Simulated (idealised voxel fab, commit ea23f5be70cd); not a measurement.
The process module presented herein is designated voxel gate over fins.
Xsec cut, 300 nm wide, square cell size 5 nm.
When this document writes out a cross-section, it uses a grid of square cells and lists it as bands, beginning at the top and moving down, with a band standing for one or more rows of cells. Heads up on the band format: heights come first, top then bottom, in nm. After that it's the materials left to right, each with its width in nm. A single material flagged "edge to edge" fills the whole band edge to edge, and "empty" means there's empty space there. Where do heights start? At 0: under that level the wafer as delivered is made of one material only. And the lowest band has no floor; it just carries on downward, as in "z 0 and below". Read "30 to 40" as a graded width: first number on top, second number at the bottom, same change between each pair of neighbouring rows. Take "same as before" at face value: in the step it is given for, the cross-section changed in none of its cells. Entry "Sealed voids". Content: empty spaces with no open connection to the top, size 8 cells or greater. Each: width x height at distance. Distance: from left edge. Unit: nm. The remark found on a step's line after its settings is issued by the simulator itself and pertains to that step. overlay nm: mask offset rightward from planned place, masked step; negative means leftward offset.

-- These are the steps we planned for the process
1 RECEIVE with material Si
2 CONFORMAL_DEP with material SiN, thk nm 5
3 MASKED_ETCH with tone cover, mask id FINS, width nm 15, pitch nm 40, etch materials SiN, depth nm 5, overlay nm 0
4 MASKED_ETCH with tone cover, mask id FINS, width nm 15, pitch nm 40, etch materials Si, depth nm 40, overlay nm 0
5 OXIDIZE with depth nm 5
6 FILL_DEP with material SiO2, thk nm 15
7 CMP with height nm 5
8 SELECTIVE_ETCH with etch materials SiO2, depth nm 20
9 STRIP with etch materials SiN
10 CONFORMAL_DEP with material HfO2, thk nm 5
11 CONFORMAL_DEP with material TiN, thk nm 5
12 FILL_DEP with material W, thk nm 15
13 CMP with height nm 20
14 CONFORMAL_DEP with material SiN, thk nm 5

-- as received, after step 1
    z 0 and below: Si edge to edge
    Sealed voids: none

-- first wafer at the end, as planned
    z 25 to 20: SiN edge to edge
    z 20 to 10: W edge to edge
    z 10 to 5: W 95 nm; TiN 25 nm; W 15 nm; TiN 25 nm; W 15 nm; TiN 25 nm; W 100 nm
    z 5 to 0: W 95 nm; TiN 5 nm; HfO2 15 nm; TiN 5 nm; W 15 nm; TiN 5 nm; HfO2 15 nm; TiN 5 nm; W 15 nm; TiN 5 nm; HfO2 15 nm; TiN 5 nm; W 100 nm
    z 0 to -5: W 95 nm; TiN 5 nm; HfO2 5 nm; Si 5 nm; HfO2 5 nm; TiN 5 nm; W 15 nm; TiN 5 nm; HfO2 5 nm; Si 5 nm; HfO2 5 nm; TiN 5 nm; W 15 nm; TiN 5 nm; HfO2 5 nm; Si 5 nm; HfO2 5 nm; TiN 5 nm; W 100 nm
    z -5 to -10: TiN 100 nm; HfO2 5 nm; Si 5 nm; HfO2 5 nm; TiN 25 nm; HfO2 5 nm; Si 5 nm; HfO2 5 nm; TiN 25 nm; HfO2 5 nm; Si 5 nm; HfO2 5 nm; TiN 105 nm
    z -10 to -15: HfO2 105 nm; Si 5 nm; HfO2 35 nm; Si 5 nm; HfO2 35 nm; Si 5 nm; HfO2 110 nm
    z -15 to -45: SiO2 105 nm; Si 5 nm; SiO2 35 nm; Si 5 nm; SiO2 35 nm; Si 5 nm; SiO2 110 nm
    z -45 and below: Si edge to edge
    Sealed voids: none

-- Cross-section, second wafer: same start as the first, same plan as the first, one mistake in running it; taken at the end of the module
    z 25 to 20: SiN edge to edge
    z 20 to 15: W edge to edge
    z 15 to 10: TiN edge to edge
    z 10 to 0: HfO2 edge to edge
    z 0 and below: Si edge to edge
    Sealed voids: none
What broke from the plan during processing? for step 2, the planned setting was not used; the step was instead run as CONFORMAL_DEP with material HfO2, thk nm 5
Looking at both finished wafers in cells, the second ends up ahead of or behind the first on some materials: HfO2: 42 more, Si: 513 more, SiO2: 342 fewer, TiN: 18 fewer, W: 195 fewer
